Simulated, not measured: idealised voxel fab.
This is a process module. Its name is voxel trench capacitor.
For reference, the cross-section in this document is cut, with width 265 nm and square cells of 5 nm.
Cross-section format: a grid of square cells, given as bands from top to bottom; each band is one or more rows of cells.
Top height, bottom height, nm. Materials left to right, width each, nm. Single material + "throughout" = fills band edge to edge. "blank" = empty.
Zero point of the height axis is 0; under it, received wafer = one material. Lowest band: continues down indefinitely, "0 nm and below".
A width such as "30->40" changes by the same amount from each row of cells to the next, from the band's top row to its bottom row.
"nothing altered" -> step changed no cross-section cell.
Any empty space of 8 cells or more lacking an open way to the top shows up in "Sealed void listing" as width x height at distance, distance from the left edge, in nm.
Anything after a step's settings on that line? It's the simulator's own note about the step.
The line of a step may include "overlay nm". On a step with a mask, this value is how far to the right of its planned place the mask lay. A negative value means the mask lay to the left.
### Process steps foreseen in the plan
1. RECEIVE: material Si
2. CONFORMAL_DEP: material SiN, thk nm 10
3. PATTERN: tone open, mask id TRENCH, material resist, width nm 30, pitch nm 45, thk nm 15, overlay nm 0
4. DIRECTIONAL_ETCH: etch materials SiN, depth nm 10
5. DIRECTIONAL_ETCH: etch materials Si, depth nm 40
6. STRIP: etch materials resist
7. CONFORMAL_DEP: material HfO2, thk nm 5
8. CONFORMAL_DEP: material TiN, thk nm 5
9. FILL_DEP: material W, thk nm 5
10. CMP: height nm 10
### The cross-section here shows the wafer as received, i.e. in its state after step 1
* 0 nm and below | Si throughout
* Sealed void listing: none
### Result of the module, cross-sectioned: start per above, plan per above, one error in how it was run
* 10 nm to 0 nm | SiN 70, TiN 10, W 10, TiN 10, SiN 15, TiN 10, W 10, TiN 10, SiN 15, TiN 10, W 10, TiN 10, SiN 75
* 0 nm to -30 nm | Si 70, TiN 10, W 10, TiN 10, Si 15, TiN 10, W 10, TiN 10, Si 15, TiN 10, W 10, TiN 10, Si 75
* -30 nm to -40 nm | Si 70, TiN 30, Si 15, TiN 30, Si 15, TiN 30, Si 75
* -40 nm and below | Si throughout
* Sealed void listing: none
Where did the run depart from the plan? rather than as planned, step 7 actually ran as CONFORMAL_DEP: material TiN, thk nm 5
